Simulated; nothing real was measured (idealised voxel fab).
The following is a process module called voxel wiring stack.
Square cell edge 5 nm, section width 200 nm, ID cut.
Just so we're on the same page, the cross-sections are grids of square cells, and they're listed out in bands top to bottom, each band one or more rows deep.
Basically the band line says how high the top is and how high the bottom is, in nm, and then what's in it from left to right, every material with its width in nm. Empty space shows up as "air", and if a single material carries "edge to edge" it runs the full band edge to edge.
Convention: height 0 is the level below which the wafer, as received, is all one material. The lowest band does not terminate at the bottom but continues downward, represented as "0..down".
Read "30..40" as a graded width: first number on top, second number at the bottom, same change between each pair of neighbouring rows.
"no change occurred" after a step means that no cell of the cross-section changed.
"Enclosed void listing" contains a list of empty spaces, each no smaller than 8 cells and without an open way to the top, written in the form width x height at distance with the distance from the left edge and all three in nm.
Text after the settings on a step's line: the simulator's own remark on that step.
Regarding "overlay nm": on a step with a mask, it is the distance the mask lay to the right of its planned place; a negative value places it to the left.
How should the pairs below be read? Each gives the cross-section before one process step and the cross-section after it, the latter drawn only to the lowest band that changed; the step that lies between them, with its settings, appears under the pair. Does a pair pick up where the pair above left off? Only where its entry headed "Before processing step" says so, since pairs can come from different runs of this module on the same starting wafer.
**Before processing step**
> 0..down | Si edge to edge
> Enclosed void listing: none
**Section After Processing**
> 10..0 | SiO2 edge to edge
> Under the height 0 nothing was changed.
> Enclosed void listing: none
Between before and after as drawn above: CONFORMAL_DEP,material SiO2,thk nm 10
Before processing step: it's just the after picture from the pair right above this one.
**Section After Processing**
> 15..10 | SiN edge to edge
> Under the height 10 nothing was changed.
> Enclosed void listing: none
Between before and after as drawn above: CONFORMAL_DEP,material SiN,thk nm 5
Before processing step: it's just the after picture from the pair right above this one.
**Section After Processing**
> 40..15 | SiO2 edge to edge
> Under the height 15 nothing was changed.
> Enclosed void listing: none
Between before and after as drawn above: DIRECTIONAL_DEP,material SiO2,thk nm 25
Before processing step: it's just the after picture from the pair right above this one.
**Section After Processing**
> 40..15 | 60 nm SiO2  25 nm air  30 nm SiO2  25 nm air  60 nm SiO2
> Under the height 15 nothing was changed.
> Enclosed void listing: none
Between before and after as drawn above: MASKED_ETCH,tone open,mask id METAL_1,width nm 25,pitch nm 55,etch materials SiO2,depth nm 25,overlay nm 0
Before processing step: it's just the after picture from the pair right above this one.
**Section After Processing**
> 40..15 | 60 nm SiO2  25 nm air  30 nm SiO2  25 nm air  60 nm SiO2
> 15..10 | 60 nm SiN  25 nm air  30 nm SiN  25 nm air  60 nm SiN
> Under the height 10 nothing was changed.
> Enclosed void listing: none
Between before and after as drawn above: MASKED_ETCH,tone open,mask id METAL_1,width nm 25,pitch nm 55,etch materials SiN,depth nm 5,overlay nm 0
Before processing step: it's just the after picture from the pair right above this one.
**Section After Processing**
> 45..40 | 65 nm TiN  15 nm air  40 nm TiN  15 nm air  65 nm TiN
> 40..15 | 60 nm SiO2  5 nm TiN  15 nm air  5 nm TiN  30 nm SiO2  5 nm TiN  15 nm air  5 nm TiN  60 nm SiO2
> 15..10 | 60 nm SiN  25 nm TiN  30 nm SiN  25 nm TiN  60 nm SiN
> Under the height 10 nothing was changed.
> Enclosed void listing: none
Between before and after as drawn above: CONFORMAL_DEP,material TiN,thk nm 5
Before processing step: it's just the after picture from the pair right above this one.
**Section After Processing**
> 50..45 | W edge to edge
> 45..40 | 65 nm TiN  15 nm W  40 nm TiN  15 nm W  65 nm TiN
> 40..15 | 60 nm SiO2  5 nm TiN  15 nm W  5 nm TiN  30 nm SiO2  5 nm TiN  15 nm W  5 nm TiN  60 nm SiO2
> Under the height 15 nothing was changed.
> Enclosed void listing: none
Between before and after as drawn above: FILL_DEP,material W,thk nm 5
Before processing step: it's just the after picture from the pair right above this one.
**Section After Processing**
> 40..15 | 60 nm SiO2  5 nm TiN  15 nm W  5 nm TiN  30 nm SiO2  5 nm TiN  15 nm W  5 nm TiN  60 nm SiO2
> Under the height 15 nothing was changed.
> Enclosed void listing: none
Between before and after as drawn above: CMP,height nm 40
Before processing step: it's just the after picture from the pair right above this one.
**Section After Processing**
> 45..40 | 55 nm air  35 nm Ru  20 nm air  35 nm Ru  55 nm air
> Under the height 40 nothing was changed.
> Enclosed void listing: none
Between before and after as drawn above: EPI,material Ru,thk nm 5
Before processing step: it's just the after picture from the pair right above this one.
**Section After Processing**
> 50..45 | SiCN edge to edge
> 45..40 | 55 nm SiCN  35 nm Ru  20 nm SiCN  35 nm Ru  55 nm SiCN
> Under the height 40 nothing was changed.
> Enclosed void listing: none
Between before and after as drawn above: FILL_DEP,material SiCN,thk nm 5
Before processing step: it's just the after picture from the pair right above this one.
**Section After Processing**
> 75..50 | lowk edge to edge
> Under the height 50 nothing was changed.
> Enclosed void listing: none
Between before and after as drawn above: DIRECTIONAL_DEP,material lowk,thk nm 25
Before processing step: it's just the after picture from the pair right above this one.
**Section After Processing**
> 90..75 | 60 nm resist  25 nm air  30 nm resist  25 nm air  60 nm resist
> Under the height 75 nothing was changed.
> Enclosed void listing: none
Between before and after as drawn above: PATTERN,tone open,mask id METAL_2,material resist,width nm 25,pitch nm 55,thk nm 15,overlay nm 0
Before processing step: it's just the after picture from the pair right above this one.
**Section After Processing**
> 90..75 | 60 nm resist  25 nm air  30 nm resist  25 nm air  60 nm resist
> 75..60 | 60 nm lowk  25 nm air  30 nm lowk  25 nm air  60 nm lowk
> Under the height 60 nothing was changed.
> Enclosed void listing: none
Between before and after as drawn above: DIRECTIONAL_ETCH,etch materials lowk,depth nm 15
Before processing step: it's just the after picture from the pair right above this one.
**Section After Processing**
> 75..60 | 60 nm lowk  25 nm air  30 nm lowk  25 nm air  60 nm lowk
> Under the height 60 nothing was changed.
> Enclosed void listing: none
Between before and after as drawn above: STRIP,etch materials resist
Before processing step: it's just the after picture from the pair right above this one.
**Section After Processing**
> 75..60 | 60 nm lowk  25 nm air  30 nm lowk  25 nm air  60 nm lowk
> 60..50 | 60 nm lowk  15 nm air  40 nm lowk  15 nm air  70 nm lowk
> Under the height 50 nothing was changed.
> Enclosed void listing: none
Between before and after as drawn above: MASKED_ETCH,tone open,mask id METAL_2_HOLES,width nm 15,pitch nm 55,etch materials lowk,depth nm 10,overlay nm 0
Before processing step: it's just the after picture from the pair right above this one.
**Section After Processing**
> 75..60 | 60 nm lowk  25 nm air  30 nm lowk  25 nm air  60 nm lowk
> 60..50 | 60 nm lowk  15 nm air  40 nm lowk  15 nm air  70 nm lowk
> 50..45 | 60 nm SiCN  15 nm air  40 nm SiCN  15 nm air  70 nm SiCN
> Under the height 45 nothing was changed.
> Enclosed void listing: none
Between before and after as drawn above: MASKED_ETCH,tone open,mask id METAL_2_HOLES,width nm 15,pitch nm 55,etch materials SiCN,depth nm 5,overlay nm 0
Before processing step: it's just the after picture from the pair right above this one.
**Section After Processing**
> 80..75 | 65 nm TiN  15 nm air  40 nm TiN  15 nm air  65 nm TiN
> 75..65 | 60 nm lowk  5 nm TiN  15 nm air  5 nm TiN  30 nm lowk  5 nm TiN  15 nm air  5 nm TiN  60 nm lowk
> 65..60 | 60 nm lowk  5 nm TiN  5 nm air  15 nm TiN  30 nm lowk  5 nm TiN  5 nm air  15 nm TiN  60 nm lowk
> 60..50 | 60 nm lowk  5 nm TiN  5 nm air  5 nm TiN  40 nm lowk  5 nm TiN  5 nm air  5 nm TiN  70 nm lowk
> 50..45 | 60 nm SiCN  15 nm TiN  40 nm SiCN  15 nm TiN  70 nm SiCN
> Under the height 45 nothing was changed.
> Enclosed void listing: none
Between before and after as drawn above: CONFORMAL_DEP,material TiN,thk nm 5
Before processing step: it's just the after picture from the pair right above this one.
**Section After Processing**
> 85..80 | Cu edge to edge
> 80..75 | 65 nm TiN  15 nm Cu  40 nm TiN  15 nm Cu  65 nm TiN
> 75..65 | 60 nm lowk  5 nm TiN  15 nm Cu  5 nm TiN  30 nm lowk  5 nm TiN  15 nm Cu  5 nm TiN  60 nm lowk
> 65..60 | 60 nm lowk  5 nm TiN  5 nm Cu  15 nm TiN  30 nm lowk  5 nm TiN  5 nm Cu  15 nm TiN  60 nm lowk
> 60..50 | 60 nm lowk  5 nm TiN  5 nm Cu  5 nm TiN  40 nm lowk  5 nm TiN  5 nm Cu  5 nm TiN  70 nm lowk
> Under the height 50 nothing was changed.
> Enclosed void listing: none
Between before and after as drawn above: FILL_DEP,material Cu,thk nm 5
Before processing step: it's just the after picture from the pair right above this one.
**Section After Processing**
> 75..65 | 60 nm lowk  5 nm TiN  15 nm Cu  5 nm TiN  30 nm lowk  5 nm TiN  15 nm Cu  5 nm TiN  60 nm lowk
> Under the height 65 nothing was changed.
> Enclosed void listing: none
Between before and after as drawn above: CMP,height nm 75
Before processing step: it's just the after picture from the pair right above this one.
**Section After Processing**
> 80..75 | SiN edge to edge
> Under the height 75 nothing was changed.
> Enclosed void listing: none
Between before and after as drawn above: CONFORMAL_DEP,material SiN,thk nm 5
**Before processing step**
> 10..0 | SiO2 edge to edge
> 0..down | Si edge to edge
> Enclosed void listing: none
**Section After Processing**
> 35..0 | SiO2 edge to edge
> Under the height 0 nothing was changed.
> Enclosed void listing: none
Between before and after as drawn above: DIRECTIONAL_DEP,material SiO2,thk nm 25
Before processing step: it's just the after picture from the pair right above this one.
**Section After Processing**
> 35..10 | 60 nm SiO2  25 nm air  30 nm SiO2  25 nm air  60 nm SiO2
> Under the height 10 nothing was changed.
> Enclosed void listing: none
Between before and after as drawn above: MASKED_ETCH,tone open,mask id METAL_1,width nm 25,pitch nm 55,etch materials SiO2,depth nm 25,overlay nm 0
Before processing step: it's just the after picture from the pair right above this one.
**Section After Processing**
> 40..35 | 65 nm TiN  15 nm air  40 nm TiN  15 nm air  65 nm TiN
> 35..15 | 60 nm SiO2  5 nm TiN  15 nm air  5 nm TiN  30 nm SiO2  5 nm TiN  15 nm air  5 nm TiN  60 nm SiO2
> 15..10 | 60 nm SiO2  25 nm TiN  30 nm SiO2  25 nm TiN  60 nm SiO2
> Under the height 10 nothing was changed.
> Enclosed void listing: none
Between before and after as drawn above: CONFORMAL_DEP,material TiN,thk nm 5
Before processing step: it's just the after picture from the pair right above this one.
**Section After Processing**
> 45..40 | W edge to edge
> 40..35 | 65 nm TiN  15 nm W  40 nm TiN  15 nm W  65 nm TiN
> 35..15 | 60 nm SiO2  5 nm TiN  15 nm W  5 nm TiN  30 nm SiO2  5 nm TiN  15 nm W  5 nm TiN  60 nm SiO2
> Under the height 15 nothing was changed.
> Enclosed void listing: none
Between before and after as drawn above: FILL_DEP,material W,thk nm 5
Before processing step: it's just the after picture from the pair right above this one.
**Section After Processing**
> 40..35 | 65 nm TiN  15 nm W  40 nm TiN  15 nm W  65 nm TiN
> Under the height 35 nothing was changed.
> Enclosed void listing: none
Between before and after as drawn above: CMP,height nm 40
Before processing step: it's just the after picture from the pair right above this one.
**Section After Processing**
> 45..40 | Ru edge to edge
> Under the height 40 nothing was changed.
> Enclosed void listing: none
Between before and after as drawn above: EPI,material Ru,thk nm 5
Before processing step: it's just the after picture from the pair right above this one.
**Section After Processing**
> 50..45 | SiCN edge to edge
> Under the height 45 nothing was changed.
> Enclosed void listing: none
Between before and after as drawn above: FILL_DEP,material SiCN,thk nm 5
Before processing step: it's just the after picture from the pair right above this one.
**Section After Processing**
> 75..50 | lowk edge to edge
> Under the height 50 nothing was changed.
> Enclosed void listing: none
Between before and after as drawn above: DIRECTIONAL_DEP,material lowk,thk nm 25
Before processing step: it's just the after picture from the pair right above this one.
**Section After Processing**
> 90..75 | 60 nm resist  25 nm air  30 nm resist  25 nm air  60 nm resist
> Under the height 75 nothing was changed.
> Enclosed void listing: none
Between before and after as drawn above: PATTERN,tone open,mask id METAL_2,material resist,width nm 25,pitch nm 55,thk nm 15,overlay nm 0
Before processing step: it's just the after picture from the pair right above this one.
**Section After Processing**
> 90..75 | 60 nm resist  25 nm air  30 nm resist  25 nm air  60 nm resist
> 75..60 | 60 nm lowk  25 nm air  30 nm lowk  25 nm air  60 nm lowk
> Under the height 60 nothing was changed.
> Enclosed void listing: none
Between before and after as drawn above: DIRECTIONAL_ETCH,etch materials lowk,depth nm 15
Before processing step: it's just the after picture from the pair right above this one.
**Section After Processing**
> 75..60 | 60 nm lowk  25 nm air  30 nm lowk  25 nm air  60 nm lowk
> Under the height 60 nothing was changed.
> Enclosed void listing: none
Between before and after as drawn above: STRIP,etch materials resist
Before processing step: it's just the after picture from the pair right above this one.
**Section After Processing**
> 75..60 | 60 nm lowk  25 nm air  30 nm lowk  25 nm air  60 nm lowk
> 60..50 | 60 nm lowk  15 nm air  40 nm lowk  15 nm air  70 nm lowk
> Under the height 50 nothing was changed.
> Enclosed void listing: none
Between before and after as drawn above: MASKED_ETCH,tone open,mask id METAL_2_HOLES,width nm 15,pitch nm 55,etch materials lowk,depth nm 10,overlay nm 0
Before processing step: it's just the after picture from the pair right above this one.
**Section After Processing**
> 75..60 | 60 nm lowk  25 nm air  30 nm lowk  25 nm air  60 nm lowk
> 60..50 | 60 nm lowk  15 nm air  40 nm lowk  15 nm air  70 nm lowk
> 50..45 | 60 nm SiCN  15 nm air  40 nm SiCN  15 nm air  70 nm SiCN
> Under the height 45 nothing was changed.
> Enclosed void listing: none
Between before and after as drawn above: MASKED_ETCH,tone open,mask id METAL_2_HOLES,width nm 15,pitch nm 55,etch materials SiCN,depth nm 5,overlay nm 0
Before processing step: it's just the after picture from the pair right above this one.
**Section After Processing**
> 80..75 | 65 nm TiN  15 nm air  40 nm TiN  15 nm air  65 nm TiN
> 75..65 | 60 nm lowk  5 nm TiN  15 nm air  5 nm TiN  30 nm lowk  5 nm TiN  15 nm air  5 nm TiN  60 nm lowk
> 65..60 | 60 nm lowk  5 nm TiN  5 nm air  15 nm TiN  30 nm lowk  5 nm TiN  5 nm air  15 nm TiN  60 nm lowk
> 60..50 | 60 nm lowk  5 nm TiN  5 nm air  5 nm TiN  40 nm lowk  5 nm TiN  5 nm air  5 nm TiN  70 nm lowk
> 50..45 | 60 nm SiCN  15 nm TiN  40 nm SiCN  15 nm TiN  70 nm SiCN
> Under the height 45 nothing was changed.
> Enclosed void listing: none
Between before and after as drawn above: CONFORMAL_DEP,material TiN,thk nm 5
Before processing step: it's just the after picture from the pair right above this one.
**Section After Processing**
> 85..80 | Cu edge to edge
> 80..75 | 65 nm TiN  15 nm Cu  40 nm TiN  15 nm Cu  65 nm TiN
> 75..65 | 60 nm lowk  5 nm TiN  15 nm Cu  5 nm TiN  30 nm lowk  5 nm TiN  15 nm Cu  5 nm TiN  60 nm lowk
> 65..60 | 60 nm lowk  5 nm TiN  5 nm Cu  15 nm TiN  30 nm lowk  5 nm TiN  5 nm Cu  15 nm TiN  60 nm lowk
> 60..50 | 60 nm lowk  5 nm TiN  5 nm Cu  5 nm TiN  40 nm lowk  5 nm TiN  5 nm Cu  5 nm TiN  70 nm lowk
> Under the height 50 nothing was changed.
> Enclosed void listing: none
Between before and after as drawn above: FILL_DEP,material Cu,thk nm 5
Before processing step: it's just the after picture from the pair right above this one.
**Section After Processing**
> 75..65 | 60 nm lowk  5 nm TiN  15 nm Cu  5 nm TiN  30 nm lowk  5 nm TiN  15 nm Cu  5 nm TiN  60 nm lowk
> Under the height 65 nothing was changed.
> Enclosed void listing: none
Between before and after as drawn above: CMP,height nm 75
Before processing step: it's just the after picture from the pair right above this one.
**Section After Processing**
> 80..75 | SiN edge to edge
> Under the height 75 nothing was changed.
> Enclosed void listing: none
Between before and after as drawn above: CONFORMAL_DEP,material SiN,thk nm 5
**Before processing step**
> 75..50 | lowk edge to edge
> 50..45 | SiCN edge to edge
> 45..40 | 55 nm SiCN  35 nm Ru  20 nm SiCN  35 nm Ru  55 nm SiCN
> 40..15 | 60 nm SiO2  5 nm TiN  15 nm W  5 nm TiN  30 nm SiO2  5 nm TiN  15 nm W  5 nm TiN  60 nm SiO2
> 15..10 | 60 nm SiN  25 nm TiN  30 nm SiN  25 nm TiN  60 nm SiN
> 10..0 | SiO2 edge to edge
> 0..down | Si edge to edge
> Enclosed void listing: none
**Section After Processing**
> 100..50 | lowk edge to edge
> Under the height 50 nothing was changed.
> Enclosed void listing: none
Between before and after as drawn above: DIRECTIONAL_DEP,material lowk,thk nm 25
Before processing step: it's just the after picture from the pair right above this one.
**Section After Processing**
> 115..100 | 60 nm resist  25 nm air  30 nm resist  25 nm air  60 nm resist
> Under the height 100 nothing was changed.
> Enclosed void listing: none
Between before and after as drawn above: PATTERN,tone open,mask id METAL_2,material resist,width nm 25,pitch nm 55,thk nm 15,overlay nm 0
Before processing step: it's just the after picture from the pair right above this one.
**Section After Processing**
> 115..100 | 60 nm resist  25 nm air  30 nm resist  25 nm air  60 nm resist
> 100..85 | 60 nm lowk  25 nm air  30 nm lowk  25 nm air  60 nm lowk
> Under the height 85 nothing was changed.
> Enclosed void listing: none
Between before and after as drawn above: DIRECTIONAL_ETCH,etch materials lowk,depth nm 15
Before processing step: it's just the after picture from the pair right above this one.
**Section After Processing**
> 100..85 | 60 nm lowk  25 nm air  30 nm lowk  25 nm air  60 nm lowk
> Under the height 85 nothing was changed.
> Enclosed void listing: none
Between before and after as drawn above: STRIP,etch materials resist
Before processing step: it's just the after picture from the pair right above this one.
**Section After Processing**
> 100..85 | 60 nm lowk  25 nm air  30 nm lowk  25 nm air  60 nm lowk
> 85..75 | 60 nm lowk  15 nm air  40 nm lowk  15 nm air  70 nm lowk
> Under the height 75 nothing was changed.
> Enclosed void listing: none
Between before and after as drawn above: MASKED_ETCH,tone open,mask id METAL_2_HOLES,width nm 15,pitch nm 55,etch materials lowk,depth nm 10,overlay nm 0
Before processing step: it's just the after picture from the pair right above this one.
**Section After Processing**
> 105..100 | 65 nm TiN  15 nm air  40 nm TiN  15 nm air  65 nm TiN
> 100..90 | 60 nm lowk  5 nm TiN  15 nm air  5 nm TiN  30 nm lowk  5 nm TiN  15 nm air  5 nm TiN  60 nm lowk
> 90..80 | 60 nm lowk  5 nm TiN  5 nm air  15..5 nm TiN  30..40 nm lowk  5 nm TiN  5 nm air  15..5 nm TiN  60..70 nm lowk
> 80..75 | 60 nm lowk  15 nm TiN  40 nm lowk  15 nm TiN  70 nm lowk
> Under the height 75 nothing was changed.
> Enclosed void listing: none
Between before and after as drawn above: CONFORMAL_DEP,material TiN,thk nm 5
Before processing step: it's just the after picture from the pair right above this one.
**Section After Processing**
> 110..105 | Cu edge to edge
> 105..100 | 65 nm TiN  15 nm Cu  40 nm TiN  15 nm Cu  65 nm TiN
> 100..90 | 60 nm lowk  5 nm TiN  15 nm Cu  5 nm TiN  30 nm lowk  5 nm TiN  15 nm Cu  5 nm TiN  60 nm lowk
> 90..80 | 60 nm lowk  5 nm TiN  5 nm Cu  15..5 nm TiN  30..40 nm lowk  5 nm TiN  5 nm Cu  15..5 nm TiN  60..70 nm lowk
> Under the height 80 nothing was changed.
> Enclosed void listing: none
Between before and after as drawn above: FILL_DEP,material Cu,thk nm 5
Before processing step: it's just the after picture from the pair right above this one.
**Section After Processing**
> 75..50 | lowk edge to edge
> Under the height 50 nothing was changed.
> Enclosed void listing: none
Between before and after as drawn above: CMP,height nm 75
Before processing step: it's just the after picture from the pair right above this one.
**Section After Processing**
> 80..75 | SiN edge to edge
> Under the height 75 nothing was changed.
> Enclosed void listing: none
Between before and after as drawn above: CONFORMAL_DEP,material SiN,thk nm 5
**Before processing step**
> 35..0 | SiO2 edge to edge
> 0..down | Si edge to edge
> Enclosed void listing: none
**Section After Processing**
> 40..35 | SiN edge to edge
> Under the height 35 nothing was changed.
> Enclosed void listing: none
Between before and after as drawn above: CONFORMAL_DEP,material SiN,thk nm 5
Before processing step: it's just the after picture from the pair right above this one.
**Section After Processing**
> 40..35 | 60 nm SiN  25 nm air  30 nm SiN  25 nm air  60 nm SiN
> Under the height 35 nothing was changed.
> Enclosed void listing: none
Between before and after as drawn above: MASKED_ETCH,tone open,mask id METAL_1,width nm 25,pitch nm 55,etch materials SiN,depth nm 5,overlay nm 0
Before processing step: it's just the after picture from the pair right above this one.
**Section After Processing**
> 45..40 | 65 nm TiN  15 nm air  40 nm TiN  15 nm air  65 nm TiN
> 40..35 | 60 nm SiN  25 nm TiN  30 nm SiN  25 nm TiN  60 nm SiN
> Under the height 35 nothing was changed.
> Enclosed void listing: none
Between before and after as drawn above: CONFORMAL_DEP,material TiN,thk nm 5
Before processing step: it's just the after picture from the pair right above this one.
**Section After Processing**
> 50..45 | W edge to edge
> 45..40 | 65 nm TiN  15 nm W  40 nm TiN  15 nm W  65 nm TiN
> Under the height 40 nothing was changed.
> Enclosed void listing: none
Between before and after as drawn above: FILL_DEP,material W,thk nm 5
Before processing step: it's just the after picture from the pair right above this one.
**Section After Processing**
> 40..35 | 60 nm SiN  25 nm TiN  30 nm SiN  25 nm TiN  60 nm SiN
> Under the height 35 nothing was changed.
> Enclosed void listing: none
Between before and after as drawn above: CMP,height nm 40
Before processing step: it's just the after picture from the pair right above this one.
**Section After Processing**
> 45..40 | 55 nm air  35 nm Ru  20 nm air  35 nm Ru  55 nm air
> Under the height 40 nothing was changed.
> Enclosed void listing: none
Between before and after as drawn above: EPI,material Ru,thk nm 5
Before processing step: it's just the after picture from the pair right above this one.
**Section After Processing**
> 50..45 | SiCN edge to edge
> 45..40 | 55 nm SiCN  35 nm Ru  20 nm SiCN  35 nm Ru  55 nm SiCN
> Under the height 40 nothing was changed.
> Enclosed void listing: none
Between before and after as drawn above: FILL_DEP,material SiCN,thk nm 5
Before processing step: it's just the after picture from the pair right above this one.
**Section After Processing**
> 75..50 | lowk edge to edge
> Under the height 50 nothing was changed.
> Enclosed void listing: none
Between before and after as drawn above: DIRECTIONAL_DEP,material lowk,thk nm 25
Before processing step: it's just the after picture from the pair right above this one.
**Section After Processing**
> 90..75 | 60 nm resist  25 nm air  30 nm resist  25 nm air  60 nm resist
> Under the height 75 nothing was changed.
> Enclosed void listing: none
Between before and after as drawn above: PATTERN,tone open,mask id METAL_2,material resist,width nm 25,pitch nm 55,thk nm 15,overlay nm 0
Before processing step: it's just the after picture from the pair right above this one.
**Section After Processing**
> 90..75 | 60 nm resist  25 nm air  30 nm resist  25 nm air  60 nm resist
> 75..60 | 60 nm lowk  25 nm air  30 nm lowk  25 nm air  60 nm lowk
> Under the height 60 nothing was changed.
> Enclosed void listing: none
Between before and after as drawn above: DIRECTIONAL_ETCH,etch materials lowk,depth nm 15
Before processing step: it's just the after picture from the pair right above this one.
**Section After Processing**
> 75..60 | 60 nm lowk  25 nm air  30 nm lowk  25 nm air  60 nm lowk
> Under the height 60 nothing was changed.
> Enclosed void listing: none
Between before and after as drawn above: STRIP,etch materials resist
Before processing step: it's just the after picture from the pair right above this one.
**Section After Processing**
> 75..60 | 60 nm lowk  25 nm air  30 nm lowk  25 nm air  60 nm lowk
> 60..50 | 60 nm lowk  15 nm air  40 nm lowk  15 nm air  70 nm lowk
> Under the height 50 nothing was changed.
> Enclosed void listing: none
Between before and after as drawn above: MASKED_ETCH,tone open,mask id METAL_2_HOLES,width nm 15,pitch nm 55,etch materials lowk,depth nm 10,overlay nm 0
Before processing step: it's just the after picture from the pair right above this one.
**Section After Processing**
> 75..60 | 60 nm lowk  25 nm air  30 nm lowk  25 nm air  60 nm lowk
> 60..50 | 60 nm lowk  15 nm air  40 nm lowk  15 nm air  70 nm lowk
> 50..45 | 60 nm SiCN  15 nm air  40 nm SiCN  15 nm air  70 nm SiCN
> Under the height 45 nothing was changed.
> Enclosed void listing: none
Between before and after as drawn above: MASKED_ETCH,tone open,mask id METAL_2_HOLES,width nm 15,pitch nm 55,etch materials SiCN,depth nm 5,overlay nm 0
Before processing step: it's just the after picture from the pair right above this one.
**Section After Processing**
> 80..75 | 65 nm TiN  15 nm air  40 nm TiN  15 nm air  65 nm TiN
> 75..65 | 60 nm lowk  5 nm TiN  15 nm air  5 nm TiN  30 nm lowk  5 nm TiN  15 nm air  5 nm TiN  60 nm lowk
> 65..60 | 60 nm lowk  5 nm TiN  5 nm air  15 nm TiN  30 nm lowk  5 nm TiN  5 nm air  15 nm TiN  60 nm lowk
> 60..50 | 60 nm lowk  5 nm TiN  5 nm air  5 nm TiN  40 nm lowk  5 nm TiN  5 nm air  5 nm TiN  70 nm lowk
> 50..45 | 60 nm SiCN  15 nm TiN  40 nm SiCN  15 nm TiN  70 nm SiCN
> Under the height 45 nothing was changed.
> Enclosed void listing: none
Between before and after as drawn above: CONFORMAL_DEP,material TiN,thk nm 5
Before processing step: it's just the after picture from the pair right above this one.
**Section After Processing**
> 85..80 | Cu edge to edge
> 80..75 | 65 nm TiN  15 nm Cu  40 nm TiN  15 nm Cu  65 nm TiN
> 75..65 | 60 nm lowk  5 nm TiN  15 nm Cu  5 nm TiN  30 nm lowk  5 nm TiN  15 nm Cu  5 nm TiN  60 nm lowk
> 65..60 | 60 nm lowk  5 nm TiN  5 nm Cu  15 nm TiN  30 nm lowk  5 nm TiN  5 nm Cu  15 nm TiN  60 nm lowk
> 60..50 | 60 nm lowk  5 nm TiN  5 nm Cu  5 nm TiN  40 nm lowk  5 nm TiN  5 nm Cu  5 nm TiN  70 nm lowk
> Under the height 50 nothing was changed.
> Enclosed void listing: none
Between before and after as drawn above: FILL_DEP,material Cu,thk nm 5
Before processing step: it's just the after picture from the pair right above this one.
**Section After Processing**
> 75..65 | 60 nm lowk  5 nm TiN  15 nm Cu  5 nm TiN  30 nm lowk  5 nm TiN  15 nm Cu  5 nm TiN  60 nm lowk
> Under the height 65 nothing was changed.
> Enclosed void listing: none
Between before and after as drawn above: CMP,height nm 75
Before processing step: it's just the after picture from the pair right above this one.
**Section After Processing**
> 80..75 | SiN edge to edge
> Under the height 75 nothing was changed.
> Enclosed void listing: none
Between before and after as drawn above: CONFORMAL_DEP,material SiN,thk nm 5
**Before processing step**
> 10..0 | SiO2 edge to edge
> 0..down | Si edge to edge
> Enclosed void listing: none
**Section After Processing**
> 25..10 | SiN edge to edge
> Under the height 10 nothing was changed.
> Enclosed void listing: none
Between before and after as drawn above: CONFORMAL_DEP,material SiN,thk nm 15
Before processing step: it's just the after picture from the pair right above this one.
**Section After Processing**
> 50..25 | SiO2 edge to edge
> Under the height 25 nothing was changed.
> Enclosed void listing: none
Between before and after as drawn above: DIRECTIONAL_DEP,material SiO2,thk nm 25
Before processing step: it's just the after picture from the pair right above this one.
**Section After Processing**
> 50..25 | 60 nm SiO2  25 nm air  30 nm SiO2  25 nm air  60 nm SiO2
> Under the height 25 nothing was changed.
> Enclosed void listing: none
Between before and after as drawn above: MASKED_ETCH,tone open,mask id METAL_1,width nm 25,pitch nm 55,etch materials SiO2,depth nm 25,overlay nm 0
Before processing step: it's just the after picture from the pair right above this one.
**Section After Processing**
> 50..25 | 60 nm SiO2  25 nm air  30 nm SiO2  25 nm air  60 nm SiO2
> 25..20 | 60 nm SiN  25 nm air  30 nm SiN  25 nm air  60 nm SiN
> Under the height 20 nothing was changed.
> Enclosed void listing: none
Between before and after as drawn above: MASKED_ETCH,tone open,mask id METAL_1,width nm 25,pitch nm 55,etch materials SiN,depth nm 5,overlay nm 0
Before processing step: it's just the after picture from the pair right above this one.
**Section After Processing**
> 55..50 | 65 nm TiN  15 nm air  40 nm TiN  15 nm air  65 nm TiN
> 50..25 | 60 nm SiO2  5 nm TiN  15 nm air  5 nm TiN  30 nm SiO2  5 nm TiN  15 nm air  5 nm TiN  60 nm SiO2
> 25..20 | 60 nm SiN  25 nm TiN  30 nm SiN  25 nm TiN  60 nm SiN
> Under the height 20 nothing was changed.
> Enclosed void listing: none
Between before and after as drawn above: CONFORMAL_DEP,material TiN,thk nm 5
Before processing step: it's just the after picture from the pair right above this one.
**Section After Processing**
> 60..55 | W edge to edge
> 55..50 | 65 nm TiN  15 nm W  40 nm TiN  15 nm W  65 nm TiN
> 50..25 | 60 nm SiO2  5 nm TiN  15 nm W  5 nm TiN  30 nm SiO2  5 nm TiN  15 nm W  5 nm TiN  60 nm SiO2
> Under the height 25 nothing was changed.
> Enclosed void listing: none
Between before and after as drawn above: FILL_DEP,material W,thk nm 5
Before processing step: it's just the after picture from the pair right above this one.
**Section After Processing**
> 40..25 | 60 nm SiO2  5 nm TiN  15 nm W  5 nm TiN  30 nm SiO2  5 nm TiN  15 nm W  5 nm TiN  60 nm SiO2
> Under the height 25 nothing was changed.
> Enclosed void listing: none
Between before and after as drawn above: CMP,height nm 40
Before processing step: it's just the after picture from the pair right above this one.
**Section After Processing**
> 45..40 | 55 nm air  35 nm Ru  20 nm air  35 nm Ru  55 nm air
> Under the height 40 nothing was changed.
> Enclosed void listing: none
Between before and after as drawn above: EPI,material Ru,thk nm 5
Before processing step: it's just the after picture from the pair right above this one.
**Section After Processing**
> 50..45 | SiCN edge to edge
> 45..40 | 55 nm SiCN  35 nm Ru  20 nm SiCN  35 nm Ru  55 nm SiCN
> Under the height 40 nothing was changed.
> Enclosed void listing: none
Between before and after as drawn above: FILL_DEP,material SiCN,thk nm 5
Before processing step: it's just the after picture from the pair right above this one.
**Section After Processing**
> 75..50 | lowk edge to edge
> Under the height 50 nothing was changed.
> Enclosed void listing: none
Between before and after as drawn above: DIRECTIONAL_DEP,material lowk,thk nm 25
Before processing step: it's just the after picture from the pair right above this one.
**Section After Processing**
> 90..75 | 60 nm resist  25 nm air  30 nm resist  25 nm air  60 nm resist
> Under the height 75 nothing was changed.
> Enclosed void listing: none
Between before and after as drawn above: PATTERN,tone open,mask id METAL_2,material resist,width nm 25,pitch nm 55,thk nm 15,overlay nm 0
Before processing step: it's just the after picture from the pair right above this one.
**Section After Processing**
> 90..75 | 60 nm resist  25 nm air  30 nm resist  25 nm air  60 nm resist
> 75..60 | 60 nm lowk  25 nm air  30 nm lowk  25 nm air  60 nm lowk
> Under the height 60 nothing was changed.
> Enclosed void listing: none
Between before and after as drawn above: DIRECTIONAL_ETCH,etch materials lowk,depth nm 15
Before processing step: it's just the after picture from the pair right above this one.
**Section After Processing**
> 75..60 | 60 nm lowk  25 nm air  30 nm lowk  25 nm air  60 nm lowk
> Under the height 60 nothing was changed.
> Enclosed void listing: none
Between before and after as drawn above: STRIP,etch materials resist
